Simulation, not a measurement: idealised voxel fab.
Process module, titled voxel spacer lines
Xsec cut, 260 nm wide, square cell size 5 nm.
Think of the cross-section as a grid of square cells. We describe it in bands, top to bottom, and each band covers one or more rows of those cells.
Band: top height; bottom height; in nm. Then, left to right: material with width in nm, for each material. "everywhere": a single material spanning edge to edge. "blank": empty space.
Measure heights from 0. That's the level where, below it, the as-received wafer is all one material. The lowest band is bottomless and extends downward; write it as in "0 and below".
It should be noted that a width expressed as "30..40" varies in equal increments from row to row of cells within the band, taking the value of the first number at the top row and that of the second number at the bottom row.
A step reported as "nothing was modified" is a step in which no cell of the cross-section changed.
The entry "Closed void entries" lists the empty spaces that cover at least 8 cells and have no open path to the top. Each is written as width x height at distance, where the distance is measured from the left edge and all three values are in nm.
Past the settings on a step's line: simulator remark, on that step.
The line of a step may include "overlay nm". On a step with a mask, this value is how far to the right of its planned place the mask lay. A negative value means the mask lay to the left.

List of planned process steps:
1,RECEIVE: material Si
2,CONFORMAL_DEP: material Al2O3, thk nm 10
3,DIRECTIONAL_DEP: material SiN, thk nm 10
4,DIRECTIONAL_DEP: material aC, thk nm 25
5,PATTERN: tone cover, mask id MANDREL, material resist, width nm 25, pitch nm 70, thk nm 35, overlay nm 0
6,DIRECTIONAL_ETCH: etch materials aC, depth nm 25
7,STRIP: etch materials resist
8,CONFORMAL_DEP: material SiO2, thk nm 10
9,DIRECTIONAL_ETCH: etch materials SiO2, depth nm 10
10,STRIP: etch materials aC
11,DIRECTIONAL_ETCH: etch materials SiN, depth nm 10
12,STRIP: etch materials SiO2

Wafer cross-section on receipt, i.e. after step 1:
* 0 and below = Si everywhere
* Closed void entries: none

First of two wafers: cross-section at end of module, run per plan:
* 20 down to 10 = blank: 35; SiN: 10; blank: 25; SiN: 10; blank: 25; SiN: 10; blank: 25; SiN: 10; blank: 25; SiN: 10; blank: 25; SiN: 10; blank: 40
* 10 down to 0 = Al2O3 everywhere
* 0 and below = Si everywhere
* Closed void entries: none

This is the second of the two wafers, cross-sectioned at the end of the module; it started exactly like the first and was given the same plan, but it was run with one mistake:
* 20 down to 10 = blank: 25; SiN: 10; blank: 25; SiN: 10; blank: 25; SiN: 10; blank: 25; SiN: 10; blank: 25; SiN: 10; blank: 25; SiN: 10; blank: 50
* 10 down to 0 = Al2O3 everywhere
* 0 and below = Si everywhere
* Closed void entries: none
So what did we get wrong on this run? step 5 went in with a setting other than planned; the actual run was PATTERN: tone cover, mask id MANDREL, material resist, width nm 25, pitch nm 70, thk nm 35, overlay nm -10
Upon completion, the cell count for each material on the second wafer equals that on the first, whereas the spatial distribution of those cells differs.
